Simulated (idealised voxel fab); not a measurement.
Name of the process module below: voxel capacitor over wiring
Section cut is 230 nm wide and gridded with 5 nm square cells.
Bands, listed from the top down, are how a cross-section gets written in this document; the cross-section itself is a grid of square cells, and a band is one or more rows of them. Within each band entry, the heights of the top and of the bottom of the band appear first, in that order and in nm; the materials of the band then follow from left to right, each with its corresponding width in nm. The designation "everywhere" on a single material indicates that it fills the band from edge to edge; the designation "air" indicates empty space. A quick word on heights: they are counted from 0, and under that level the wafer as it came to us is one material throughout. The lowest band is different from the rest in having no bottom; it simply continues downward, written as in "0 nm and below". Read "30..40" as a graded width: first number on top, second number at the bottom, same change between each pair of neighbouring rows. When a step is marked "nothing changed", none of the cells in the cross-section changed during that step. "Sealed-off cavities" contains a list of empty spaces, each no smaller than 8 cells and without an open way to the top, written in the form width x height at distance with the distance from the left edge and all three in nm. Step line, after settings: the simulator's comment on this step. Among the settings permitted on a step's line is "overlay nm"; applied to a step with a mask, it specifies the extent to which the mask lay to the right of its planned position, whereas a negative figure signifies a position to the left.

# These are the steps we planned for the process
1) RECEIVE,material Si
2) CONFORMAL_DEP,material SiO2,thk nm 15
3) CONFORMAL_DEP,material SiN,thk nm 5
4) DIRECTIONAL_DEP,material SiO2,thk nm 15
5) MASKED_ETCH,tone open,mask id METAL_1,width nm 20,pitch nm 90,etch materials SiO2,depth nm 15,overlay nm 0
6) MASKED_ETCH,tone open,mask id METAL_1,width nm 20,pitch nm 90,etch materials SiN,depth nm 5,overlay nm 0
7) CONFORMAL_DEP,material TiN,thk nm 5
8) FILL_DEP,material Cu,thk nm 5
9) CMP,height nm 35
10) CONFORMAL_DEP,material SiCN,thk nm 5
11) DIRECTIONAL_DEP,material SiO2,thk nm 15
12) MASKED_ETCH,tone open,mask id PLUG_1,width nm 15,etch materials SiO2,depth nm 15,overlay nm 0
13) MASKED_ETCH,tone open,mask id PLUG_1,width nm 15,etch materials SiCN,depth nm 5,overlay nm 0
14) CONFORMAL_DEP,material TiN,thk nm 5
15) FILL_DEP,material Ru,thk nm 5
16) CMP,height nm 55
17) DIRECTIONAL_DEP,material TiN,thk nm 10
18) DIRECTIONAL_DEP,material HfO2,thk nm 5
19) DIRECTIONAL_DEP,material TiN,thk nm 10
20) MASKED_ETCH,tone cover,mask id UPPER_PLATE,width nm 75,etch materials TiN,depth nm 10,overlay nm 0
21) MASKED_ETCH,tone cover,mask id UPPER_PLATE,width nm 75,etch materials HfO2,depth nm 5,overlay nm 0
22) MASKED_ETCH,tone cover,mask id LOWER_PLATE,width nm 85,etch materials TiN,depth nm 10,overlay nm 0
23) FILL_DEP,material SiO2,thk nm 20
24) CMP,height nm 95
25) PATTERN,tone open,mask id PLUG_2,material resist,width nm 15,thk nm 15,overlay nm 0
26) DIRECTIONAL_ETCH,etch materials SiO2,depth nm 15
27) STRIP,etch materials resist
28) CONFORMAL_DEP,material TiN,thk nm 5
29) FILL_DEP,material W,thk nm 5
30) CMP,height nm 95
31) CONFORMAL_DEP,material SiN,thk nm 5

# On the first of the two wafers: run conducted according to plan

# This is the cross-section of the wafer as we received it, i.e. after step 1
* 0 nm and below: Si everywhere
* Sealed-off cavities: none

# Sectional view: wafer, after step 2
* 15 nm to 0 nm: SiO2 everywhere
* All layers under 0 are left as they were.

# Sectional view: wafer, after step 3
* 20 nm to 15 nm: SiN everywhere
* All layers under 15 are left as they were.

# Sectional view: wafer, after step 4
* 35 nm to 20 nm: SiO2 everywhere
* All layers under 20 are left as they were.

# Sectional view: wafer, after step 5
* 35 nm to 20 nm: SiO2: 60 | air: 20 | SiO2: 70 | air: 20 | SiO2: 60
* All layers under 20 are left as they were.

# Sectional view: wafer, after step 6
* 35 nm to 20 nm: SiO2: 60 | air: 20 | SiO2: 70 | air: 20 | SiO2: 60
* 20 nm to 15 nm: SiN: 60 | air: 20 | SiN: 70 | air: 20 | SiN: 60
* All layers under 15 are left as they were.

# Sectional view: wafer, after step 7
* 40 nm to 35 nm: TiN: 65 | air: 10 | TiN: 80 | air: 10 | TiN: 65
* 35 nm to 20 nm: SiO2: 60 | TiN: 5 | air: 10 | TiN: 5 | SiO2: 70 | TiN: 5 | air: 10 | TiN: 5 | SiO2: 60
* 20 nm to 15 nm: SiN: 60 | TiN: 20 | SiN: 70 | TiN: 20 | SiN: 60
* All layers under 15 are left as they were.

# Sectional view: wafer, after step 8
* 45 nm to 40 nm: Cu everywhere
* 40 nm to 35 nm: TiN: 65 | Cu: 10 | TiN: 80 | Cu: 10 | TiN: 65
* 35 nm to 20 nm: SiO2: 60 | TiN: 5 | Cu: 10 | TiN: 5 | SiO2: 70 | TiN: 5 | Cu: 10 | TiN: 5 | SiO2: 60
* All layers under 20 are left as they were.

# Sectional view: wafer, after step 9
* 35 nm to 20 nm: SiO2: 60 | TiN: 5 | Cu: 10 | TiN: 5 | SiO2: 70 | TiN: 5 | Cu: 10 | TiN: 5 | SiO2: 60
* All layers under 20 are left as they were.

# Sectional view: wafer, after step 10
* 40 nm to 35 nm: SiCN everywhere
* All layers under 35 are left as they were.

# Sectional view: wafer, after step 11
* 55 nm to 40 nm: SiO2 everywhere
* All layers under 40 are left as they were.

# Sectional view: wafer, after step 12
* 55 nm to 40 nm: SiO2: 65 | air: 15 | SiO2: 150
* All layers under 40 are left as they were.

# Sectional view: wafer, after step 13
* 55 nm to 40 nm: SiO2: 65 | air: 15 | SiO2: 150
* 40 nm to 35 nm: SiCN: 65 | air: 15 | SiCN: 150
* All layers under 35 are left as they were.

# Sectional view: wafer, after step 14
* 60 nm to 55 nm: TiN: 70 | air: 5 | TiN: 155
* 55 nm to 40 nm: SiO2: 65 | TiN: 5 | air: 5 | TiN: 5 | SiO2: 150
* 40 nm to 35 nm: SiCN: 65 | TiN: 15 | SiCN: 150
* All layers under 35 are left as they were.

# Sectional view: wafer, after step 15
* 65 nm to 60 nm: Ru everywhere
* 60 nm to 55 nm: TiN: 70 | Ru: 5 | TiN: 155
* 55 nm to 40 nm: SiO2: 65 | TiN: 5 | Ru: 5 | TiN: 5 | SiO2: 150
* All layers under 40 are left as they were.

# Sectional view: wafer, after step 16
* 55 nm to 40 nm: SiO2: 65 | TiN: 5 | Ru: 5 | TiN: 5 | SiO2: 150
* All layers under 40 are left as they were.

# Sectional view: wafer, after step 17
* 65 nm to 55 nm: TiN everywhere
* All layers under 55 are left as they were.

# Sectional view: wafer, after step 18
* 70 nm to 65 nm: HfO2 everywhere
* All layers under 65 are left as they were.

# Sectional view: wafer, after step 19
* 80 nm to 70 nm: TiN everywhere
* All layers under 70 are left as they were.

# Sectional view: wafer, after step 20
* 80 nm to 70 nm: air: 65 | TiN: 75 | air: 90
* All layers under 70 are left as they were.

# Sectional view: wafer, after step 21
* 80 nm to 70 nm: air: 65 | TiN: 75 | air: 90
* 70 nm to 65 nm: air: 65 | HfO2: 75 | air: 90
* All layers under 65 are left as they were.

# Sectional view: wafer, after step 22
* 80 nm to 70 nm: air: 65 | TiN: 75 | air: 90
* 70 nm to 65 nm: air: 65 | HfO2: 75 | air: 90
* 65 nm to 55 nm: air: 60 | TiN: 85 | air: 85
* All layers under 55 are left as they were.

# Sectional view: wafer, after step 23
* 100 nm to 80 nm: SiO2 everywhere
* 80 nm to 70 nm: SiO2: 65 | TiN: 75 | SiO2: 90
* 70 nm to 65 nm: SiO2: 65 | HfO2: 75 | SiO2: 90
* 65 nm to 55 nm: SiO2: 60 | TiN: 85 | SiO2: 85
* All layers under 55 are left as they were.

# Sectional view: wafer, after step 24
* 95 nm to 80 nm: SiO2 everywhere
* All layers under 80 are left as they were.

# Sectional view: wafer, after step 25
* 110 nm to 95 nm: resist: 75 | air: 15 | resist: 140
* All layers under 95 are left as they were.

# Sectional view: wafer, after step 26
* 110 nm to 95 nm: resist: 75 | air: 15 | resist: 140
* 95 nm to 80 nm: SiO2: 75 | air: 15 | SiO2: 140
* All layers under 80 are left as they were.

# Sectional view: wafer, after step 27
* 95 nm to 80 nm: SiO2: 75 | air: 15 | SiO2: 140
* All layers under 80 are left as they were.

# Sectional view: wafer, after step 28
* 100 nm to 95 nm: TiN: 80 | air: 5 | TiN: 145
* 95 nm to 85 nm: SiO2: 75 | TiN: 5 | air: 5 | TiN: 5 | SiO2: 140
* 85 nm to 80 nm: SiO2: 75 | TiN: 15 | SiO2: 140
* All layers under 80 are left as they were.

# Sectional view: wafer, after step 29
* 105 nm to 100 nm: W everywhere
* 100 nm to 95 nm: TiN: 80 | W: 5 | TiN: 145
* 95 nm to 85 nm: SiO2: 75 | TiN: 5 | W: 5 | TiN: 5 | SiO2: 140
* All layers under 85 are left as they were.

# Sectional view: wafer, after step 30
* 95 nm to 85 nm: SiO2: 75 | TiN: 5 | W: 5 | TiN: 5 | SiO2: 140
* All layers under 85 are left as they were.

# Sectional view: wafer, after step 31
* 100 nm to 95 nm: SiN everywhere
* All layers under 95 are left as they were.

# Second wafer, same starting conditions and recipe as the first, one mistake in executing it, nothing differs from the first up to and including step 4

# Cross-sectional representation of the second wafer at the time designated in the plan for the completion of step 5
* 35 nm to 20 nm: SiO2: 65 | air: 20 | SiO2: 70 | air: 20 | SiO2: 55
* All layers under 20 are left as they were.

# Cross-sectional representation of the second wafer at the time designated in the plan for the completion of step 6
* 35 nm to 20 nm: SiO2: 65 | air: 20 | SiO2: 70 | air: 20 | SiO2: 55
* 20 nm to 15 nm: SiN: 65 | air: 15 | SiN: 75 | air: 15 | SiN: 60
* All layers under 15 are left as they were.

# Cross-sectional representation of the second wafer at the time designated in the plan for the completion of step 7
* 40 nm to 35 nm: TiN: 70 | air: 10 | TiN: 80 | air: 10 | TiN: 60
* 35 nm to 25 nm: SiO2: 65 | TiN: 5 | air: 10 | TiN: 5 | SiO2: 70 | TiN: 5 | air: 10 | TiN: 5 | SiO2: 55
* 25 nm to 20 nm: SiO2: 65 | TiN: 5 | air: 5 | TiN: 10 | SiO2: 70 | TiN: 5 | air: 5 | TiN: 10 | SiO2: 55
* 20 nm to 15 nm: SiN: 65 | TiN: 15 | SiN: 75 | TiN: 15 | SiN: 60
* All layers under 15 are left as they were.

# Cross-sectional representation of the second wafer at the time designated in the plan for the completion of step 8
* 45 nm to 40 nm: Cu everywhere
* 40 nm to 35 nm: TiN: 70 | Cu: 10 | TiN: 80 | Cu: 10 | TiN: 60
* 35 nm to 25 nm: SiO2: 65 | TiN: 5 | Cu: 10 | TiN: 5 | SiO2: 70 | TiN: 5 | Cu: 10 | TiN: 5 | SiO2: 55
* 25 nm to 20 nm: SiO2: 65 | TiN: 5 | Cu: 5 | TiN: 10 | SiO2: 70 | TiN: 5 | Cu: 5 | TiN: 10 | SiO2: 55
* All layers under 20 are left as they were.

# Cross-sectional representation of the second wafer at the time designated in the plan for the completion of step 9
* 35 nm to 25 nm: SiO2: 65 | TiN: 5 | Cu: 10 | TiN: 5 | SiO2: 70 | TiN: 5 | Cu: 10 | TiN: 5 | SiO2: 55
* All layers under 25 are left as they were.

# Cross-sectional representation of the second wafer at the time designated in the plan for the completion of step 10
* 40 nm to 35 nm: SiCN everywhere
* All layers under 35 are left as they were.

# Cross-sectional representation of the second wafer at the time designated in the plan for the completion of step 11
* 55 nm to 40 nm: SiO2 everywhere
* All layers under 40 are left as they were.

# Cross-sectional representation of the second wafer at the time designated in the plan for the completion of step 12
* 55 nm to 40 nm: SiO2: 65 | air: 15 | SiO2: 150
* All layers under 40 are left as they were.

# Cross-sectional representation of the second wafer at the time designated in the plan for the completion of step 13
* 55 nm to 40 nm: SiO2: 65 | air: 15 | SiO2: 150
* 40 nm to 35 nm: SiCN: 65 | air: 15 | SiCN: 150
* All layers under 35 are left as they were.

# Cross-sectional representation of the second wafer at the time designated in the plan for the completion of step 14
* 60 nm to 55 nm: TiN: 70 | air: 5 | TiN: 155
* 55 nm to 40 nm: SiO2: 65 | TiN: 5 | air: 5 | TiN: 5 | SiO2: 150
* 40 nm to 35 nm: SiCN: 65 | TiN: 15 | SiCN: 150
* All layers under 35 are left as they were.

# Cross-sectional representation of the second wafer at the time designated in the plan for the completion of step 15
* 65 nm to 60 nm: Ru everywhere
* 60 nm to 55 nm: TiN: 70 | Ru: 5 | TiN: 155
* 55 nm to 40 nm: SiO2: 65 | TiN: 5 | Ru: 5 | TiN: 5 | SiO2: 150
* All layers under 40 are left as they were.

# Cross-sectional representation of the second wafer at the time designated in the plan for the completion of step 16
* 55 nm to 40 nm: SiO2: 65 | TiN: 5 | Ru: 5 | TiN: 5 | SiO2: 150
* All layers under 40 are left as they were.

# Cross-sectional representation of the second wafer at the time designated in the plan for the completion of step 17
* 65 nm to 55 nm: TiN everywhere
* All layers under 55 are left as they were.

# Cross-sectional representation of the second wafer at the time designated in the plan for the completion of step 18
* 70 nm to 65 nm: HfO2 everywhere
* All layers under 65 are left as they were.

# Cross-sectional representation of the second wafer at the time designated in the plan for the completion of step 19
* 80 nm to 70 nm: TiN everywhere
* All layers under 70 are left as they were.

# Cross-sectional representation of the second wafer at the time designated in the plan for the completion of step 20
* 80 nm to 70 nm: air: 65 | TiN: 75 | air: 90
* All layers under 70 are left as they were.

# Cross-sectional representation of the second wafer at the time designated in the plan for the completion of step 21
* 80 nm to 70 nm: air: 65 | TiN: 75 | air: 90
* 70 nm to 65 nm: air: 65 | HfO2: 75 | air: 90
* All layers under 65 are left as they were.

# Cross-sectional representation of the second wafer at the time designated in the plan for the completion of step 22
* 80 nm to 70 nm: air: 65 | TiN: 75 | air: 90
* 70 nm to 65 nm: air: 65 | HfO2: 75 | air: 90
* 65 nm to 55 nm: air: 60 | TiN: 85 | air: 85
* All layers under 55 are left as they were.

# Cross-sectional representation of the second wafer at the time designated in the plan for the completion of step 23
* 100 nm to 80 nm: SiO2 everywhere
* 80 nm to 70 nm: SiO2: 65 | TiN: 75 | SiO2: 90
* 70 nm to 65 nm: SiO2: 65 | HfO2: 75 | SiO2: 90
* 65 nm to 55 nm: SiO2: 60 | TiN: 85 | SiO2: 85
* All layers under 55 are left as they were.

# Cross-sectional representation of the second wafer at the time designated in the plan for the completion of step 24
* 95 nm to 80 nm: SiO2 everywhere
* All layers under 80 are left as they were.

# Cross-sectional representation of the second wafer at the time designated in the plan for the completion of step 25
* 110 nm to 95 nm: resist: 75 | air: 15 | resist: 140
* All layers under 95 are left as they were.

# Cross-sectional representation of the second wafer at the time designated in the plan for the completion of step 26
* 110 nm to 95 nm: resist: 75 | air: 15 | resist: 140
* 95 nm to 80 nm: SiO2: 75 | air: 15 | SiO2: 140
* All layers under 80 are left as they were.

# Cross-sectional representation of the second wafer at the time designated in the plan for the completion of step 27
* 95 nm to 80 nm: SiO2: 75 | air: 15 | SiO2: 140
* All layers under 80 are left as they were.

# Cross-sectional representation of the second wafer at the time designated in the plan for the completion of step 28
* 100 nm to 95 nm: TiN: 80 | air: 5 | TiN: 145
* 95 nm to 85 nm: SiO2: 75 | TiN: 5 | air: 5 | TiN: 5 | SiO2: 140
* 85 nm to 80 nm: SiO2: 75 | TiN: 15 | SiO2: 140
* All layers under 80 are left as they were.

# Cross-sectional representation of the second wafer at the time designated in the plan for the completion of step 29
* 105 nm to 100 nm: W everywhere
* 100 nm to 95 nm: TiN: 80 | W: 5 | TiN: 145
* 95 nm to 85 nm: SiO2: 75 | TiN: 5 | W: 5 | TiN: 5 | SiO2: 140
* All layers under 85 are left as they were.

# Cross-sectional representation of the second wafer at the time designated in the plan for the completion of step 30
* 95 nm to 85 nm: SiO2: 75 | TiN: 5 | W: 5 | TiN: 5 | SiO2: 140
* All layers under 85 are left as they were.

# Cross-sectional representation of the second wafer at the time designated in the plan for the completion of step 31
* 100 nm to 95 nm: SiN everywhere
* All layers under 95 are left as they were.
Diagnosis: step 5 off recipe, ran as MASKED_ETCH,tone open,mask id METAL_1,width nm 20,pitch nm 90,etch materials SiO2,depth nm 15,overlay nm 5
End of process, cell counts, second wafer against first, materials with more or fewer: 2 fewer of Cu, 2 more of SiN
